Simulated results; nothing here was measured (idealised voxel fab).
process module | voxel trench capacitor
cross-section cut | 145 nm wide | cells 5 nm
A cross-section is a grid of square cells, given in bands from the top down. A band is one or more rows of cells.
Each band's line starts with the height of the band's top and of its bottom, in nm. Then come its materials from left to right, each with its width in nm. One material with "throughout" fills the band from edge to edge. "air" is empty space.
Height 0 is the level under which the wafer as received is all one material. The lowest band goes on downwards, as in "0 down".
A width such as "30 to 40" changes by the same amount from each row of cells to the next, from the band's top row to its bottom row.
"no change" after a step means that no cell of the cross-section changed.
closed voids: empty space of 8 cells or more with no open way to the top, each as width x height at its distance from the left edge, in nm
after a step's settings: what the simulator itself notes on the step
overlay nm, on a step with a mask: how far to the right of its planned place the mask lay; to the left if negative
plan
1 op RECEIVE | material Si
2 op CONFORMAL_DEP | material SiN | thk nm 10
3 op MASKED_ETCH | tone open | mask id TRENCH | width nm 30 | pitch nm 45 | etch materials SiN | depth nm 10 | overlay nm 0
4 op MASKED_ETCH | tone open | mask id TRENCH | width nm 30 | pitch nm 45 | etch materials Si | depth nm 40 | overlay nm 0
5 op CONFORMAL_DEP | material HfO2 | thk nm 5
6 op CONFORMAL_DEP | material TiN | thk nm 5
7 op FILL_DEP | material W | thk nm 10
8 op CMP | height nm 10
first wafer, as planned
as received, after step 1
  0 down: Si throughout
  closed voids: none
after step 2
  10 to 0: SiN throughout
  below 0: unchanged
after step 3
  10 to 0: SiN 35 | air 30 | SiN 15 | air 30 | SiN 35
  below 0: unchanged
after step 4
  10 to 0: SiN 35 | air 30 | SiN 15 | air 30 | SiN 35
  0 to -40: Si 35 | air 30 | Si 15 | air 30 | Si 35
  below -40: unchanged
after step 5
  15 to 10: HfO2 40 | air 20 | HfO2 25 | air 20 | HfO2 40
  10 to 0: SiN 35 | HfO2 5 | air 20 | HfO2 5 | SiN 15 | HfO2 5 | air 20 | HfO2 5 | SiN 35
  0 to -35: Si 35 | HfO2 5 | air 20 | HfO2 5 | Si 15 | HfO2 5 | air 20 | HfO2 5 | Si 35
  -35 to -40: Si 35 | HfO2 30 | Si 15 | HfO2 30 | Si 35
  below -40: unchanged
after step 6
  20 to 15: TiN 45 | air 10 | TiN 35 | air 10 | TiN 45
  15 to 10: HfO2 40 | TiN 5 | air 10 | TiN 5 | HfO2 25 | TiN 5 | air 10 | TiN 5 | HfO2 40
  10 to 0: SiN 35 | HfO2 5 | TiN 5 | air 10 | TiN 5 | HfO2 5 | SiN 15 | HfO2 5 | TiN 5 | air 10 | TiN 5 | HfO2 5 | SiN 35
  0 to -30: Si 35 | HfO2 5 | TiN 5 | air 10 | TiN 5 | HfO2 5 | Si 15 | HfO2 5 | TiN 5 | air 10 | TiN 5 | HfO2 5 | Si 35
  -30 to -35: Si 35 | HfO2 5 | TiN 20 | HfO2 5 | Si 15 | HfO2 5 | TiN 20 | HfO2 5 | Si 35
  below -35: unchanged
after step 7
  30 to 20: W throughout
  20 to 15: TiN 45 | W 10 | TiN 35 | W 10 | TiN 45
  15 to 10: HfO2 40 | TiN 5 | W 10 | TiN 5 | HfO2 25 | TiN 5 | W 10 | TiN 5 | HfO2 40
  10 to 0: SiN 35 | HfO2 5 | TiN 5 | W 10 | TiN 5 | HfO2 5 | SiN 15 | HfO2 5 | TiN 5 | W 10 | TiN 5 | HfO2 5 | SiN 35
  0 to -30: Si 35 | HfO2 5 | TiN 5 | W 10 | TiN 5 | HfO2 5 | Si 15 | HfO2 5 | TiN 5 | W 10 | TiN 5 | HfO2 5 | Si 35
  below -30: unchanged
after step 8
  10 to 0: SiN 35 | HfO2 5 | TiN 5 | W 10 | TiN 5 | HfO2 5 | SiN 15 | HfO2 5 | TiN 5 | W 10 | TiN 5 | HfO2 5 | SiN 35
  below 0: unchanged
second wafer: like start, like plan, one mistake. Through step 3 it matches the first wafer
when step 4 should have ended
  10 to 0: SiN 35 | air 30 | SiN 15 | air 30 | SiN 35
  0 to -80: Si 35 | air 30 | Si 15 | air 30 | Si 35
  below -80: unchanged
when step 5 should have ended
  15 to 10: HfO2 40 | air 20 | HfO2 25 | air 20 | HfO2 40
  10 to 0: SiN 35 | HfO2 5 | air 20 | HfO2 5 | SiN 15 | HfO2 5 | air 20 | HfO2 5 | SiN 35
  0 to -75: Si 35 | HfO2 5 | air 20 | HfO2 5 | Si 15 | HfO2 5 | air 20 | HfO2 5 | Si 35
  -75 to -80: Si 35 | HfO2 30 | Si 15 | HfO2 30 | Si 35
  below -80: unchanged
when step 6 should have ended
  20 to 15: TiN 45 | air 10 | TiN 35 | air 10 | TiN 45
  15 to 10: HfO2 40 | TiN 5 | air 10 | TiN 5 | HfO2 25 | TiN 5 | air 10 | TiN 5 | HfO2 40
  10 to 0: SiN 35 | HfO2 5 | TiN 5 | air 10 | TiN 5 | HfO2 5 | SiN 15 | HfO2 5 | TiN 5 | air 10 | TiN 5 | HfO2 5 | SiN 35
  0 to -70: Si 35 | HfO2 5 | TiN 5 | air 10 | TiN 5 | HfO2 5 | Si 15 | HfO2 5 | TiN 5 | air 10 | TiN 5 | HfO2 5 | Si 35
  -70 to -75: Si 35 | HfO2 5 | TiN 20 | HfO2 5 | Si 15 | HfO2 5 | TiN 20 | HfO2 5 | Si 35
  below -75: unchanged
when step 7 should have ended
  30 to 20: W throughout
  20 to 15: TiN 45 | W 10 | TiN 35 | W 10 | TiN 45
  15 to 10: HfO2 40 | TiN 5 | W 10 | TiN 5 | HfO2 25 | TiN 5 | W 10 | TiN 5 | HfO2 40
  10 to 0: SiN 35 | HfO2 5 | TiN 5 | W 10 | TiN 5 | HfO2 5 | SiN 15 | HfO2 5 | TiN 5 | W 10 | TiN 5 | HfO2 5 | SiN 35
  0 to -70: Si 35 | HfO2 5 | TiN 5 | W 10 | TiN 5 | HfO2 5 | Si 15 | HfO2 5 | TiN 5 | W 10 | TiN 5 | HfO2 5 | Si 35
  below -70: unchanged
when step 8 should have ended
  10 to 0: SiN 35 | HfO2 5 | TiN 5 | W 10 | TiN 5 | HfO2 5 | SiN 15 | HfO2 5 | TiN 5 | W 10 | TiN 5 | HfO2 5 | SiN 35
  below 0: unchanged
what went wrong: step 4 was run twice
at the end the second wafer has, in cells: 32 more of HfO2 | 96 fewer of Si | 32 more of TiN | 32 more of W
